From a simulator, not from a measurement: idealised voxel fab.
The process module presented herein is designated voxel capacitor over wiring.
Section shown: cut. Width: 225 nm. Cell size: 5 nm, square.
Just so we're on the same page, the cross-sections are grids of square cells, and they're listed out in bands top to bottom, each band one or more rows deep. Top, bottom (nm), then materials left to right with widths (nm); lone material tagged "all across" fills the whole band edge to edge; "blank" = empty space. Heads up on the height convention: 0 is the point under which the incoming wafer is all one material, and the lowest band has no bottom, it just keeps going down, like "from 0 down". With a width like "30..40", each row of cells in the band differs from the next by the same amount, the top row carrying the first number and the bottom row the second. It should be understood that the words "no alterations made", when stated for a given step, signify that the cross-section underwent no change in any of its cells during that step. "Voids, fully enclosed" lists enclosed empty spaces (at least 8 cells, no open path upward to the top), each as width x height at distance from the left edge, in nm. The remark found on a step's line after its settings is issued by the simulator itself and pertains to that step. overlay nm: how far to the right of its planned place the mask lay on this masked step (negative: to the left).
Process steps (planned):
1,RECEIVE | material Si
2,CONFORMAL_DEP | material SiO2 | thk nm 15
3,CONFORMAL_DEP | material SiCN | thk nm 5
4,DIRECTIONAL_DEP | material SiO2 | thk nm 20
5,MASKED_ETCH | tone open | mask id METAL_1 | width nm 30 | pitch nm 90 | etch materials SiO2 | depth nm 20 | overlay nm 0
6,MASKED_ETCH | tone open | mask id METAL_1 | width nm 30 | pitch nm 90 | etch materials SiCN | depth nm 5 | overlay nm 0
7,CONFORMAL_DEP | material TiN | thk nm 5
8,FILL_DEP | material Cu | thk nm 10
9,CMP | height nm 40
10,CONFORMAL_DEP | material SiCN | thk nm 5
11,DIRECTIONAL_DEP | material lowk | thk nm 15
12,DIRECTIONAL_DEP | material aC | thk nm 10
13,PATTERN | tone open | mask id PLUG_1 | material resist | width nm 15 | thk nm 30 | overlay nm 0
14,DIRECTIONAL_ETCH | etch materials aC | depth nm 10
15,STRIP | etch materials resist
16,DIRECTIONAL_ETCH | etch materials lowk | depth nm 15
17,DIRECTIONAL_ETCH | etch materials SiCN | depth nm 5
18,STRIP | etch materials aC
19,CONFORMAL_DEP | material TiN | thk nm 5
20,FILL_DEP | material Ru | thk nm 5
21,CMP | height nm 60
22,DIRECTIONAL_DEP | material TiN | thk nm 5
23,DIRECTIONAL_DEP | material SiN | thk nm 5
24,DIRECTIONAL_DEP | material TiN | thk nm 5
25,DIRECTIONAL_DEP | material aC | thk nm 10
26,PATTERN | tone cover | mask id UPPER_PLATE | material resist | width nm 65 | thk nm 25 | overlay nm 0
27,DIRECTIONAL_ETCH | etch materials aC | depth nm 10
28,STRIP | etch materials resist
29,DIRECTIONAL_ETCH | etch materials TiN | depth nm 5
30,DIRECTIONAL_ETCH | etch materials SiN | depth nm 5
31,STRIP | etch materials aC
32,MASKED_ETCH | tone cover | mask id LOWER_PLATE | width nm 75 | etch materials TiN | depth nm 5 | overlay nm 0
33,FILL_DEP | material SiO2 | thk nm 20
34,CMP | height nm 90
35,PATTERN | tone open | mask id PLUG_2 | material resist | width nm 15 | thk nm 20 | overlay nm 0
36,DIRECTIONAL_ETCH | etch materials SiO2 | depth nm 15
37,STRIP | etch materials resist
38,CONFORMAL_DEP | material TiN | thk nm 5
39,FILL_DEP | material Ru | thk nm 5
40,CMP | height nm 90
41,CONFORMAL_DEP | material SiCN | thk nm 5
Wafer at receipt (post step 1), cross-section:
* from 0 down | Si all across
* Voids, fully enclosed: none
First wafer of two, sectioned at end of module; run went per plan:
* from 95 to 90 | SiCN all across
* from 90 to 80 | 75 SiO2, 5 TiN, 5 Ru, 5 TiN, 135 SiO2
* from 80 to 70 | 75..65 SiO2, 15..65 TiN, 135..95 SiO2
* from 70 to 65 | 65 SiO2, 65 SiN, 95 SiO2
* from 65 to 60 | 60 SiO2, 75 TiN, 90 SiO2
* from 60 to 45 | 65 lowk, 5 TiN, 5 Ru, 5 TiN, 145 lowk
* from 45 to 40 | 65 SiCN, 15 TiN, 145 SiCN
* from 40 to 20 | 50 SiO2, 5 TiN, 20 Cu, 5 TiN, 60 SiO2, 5 TiN, 20 Cu, 5 TiN, 55 SiO2
* from 20 to 15 | 50 SiCN, 30 TiN, 60 SiCN, 30 TiN, 55 SiCN
* from 15 to 0 | SiO2 all across
* from 0 down | Si all across
* Voids, fully enclosed: none
This is the second of the two wafers, cross-sectioned at the end of the module; it started exactly like the first and was given the same plan, but it was run with one mistake:
* from 95 to 90 | SiCN all across
* from 90 to 80 | 75 SiO2, 5 TiN, 5 Ru, 5 TiN, 135 SiO2
* from 80 to 70 | 75..65 SiO2, 15..65 TiN, 135..95 SiO2
* from 70 to 65 | 65 SiO2, 65 SiN, 95 SiO2
* from 65 to 60 | 60 SiO2, 75 TiN, 90 SiO2
* from 60 to 45 | 65 lowk, 5 TiN, 5 Ru, 5 TiN, 145 lowk
* from 45 to 40 | 65 SiCN, 15 TiN, 145 SiCN
* from 40 to 25 | 50 SiO2, 5 TiN, 20 Cu, 5 TiN, 60 SiO2, 5 TiN, 20 Cu, 5 TiN, 55 SiO2
* from 25 to 20 | 50 SiO2, 10 TiN, 10 Cu, 10 TiN, 60 SiO2, 10 TiN, 10 Cu, 10 TiN, 55 SiO2
* from 20 to 15 | 55 SiCN, 20 TiN, 70 SiCN, 20 TiN, 60 SiCN
* from 15 to 0 | SiO2 all across
* from 0 down | Si all across
* Voids, fully enclosed: none
Diagnosis: step 6 did not use the planned setting and instead ran as MASKED_ETCH | tone open | mask id METAL_1 | width nm 20 | pitch nm 90 | etch materials SiCN | depth nm 5 | overlay nm 0
Wrapping up, a cell-based count of both wafers puts the second over or under the first for these materials: -4 Cu; +4 SiCN
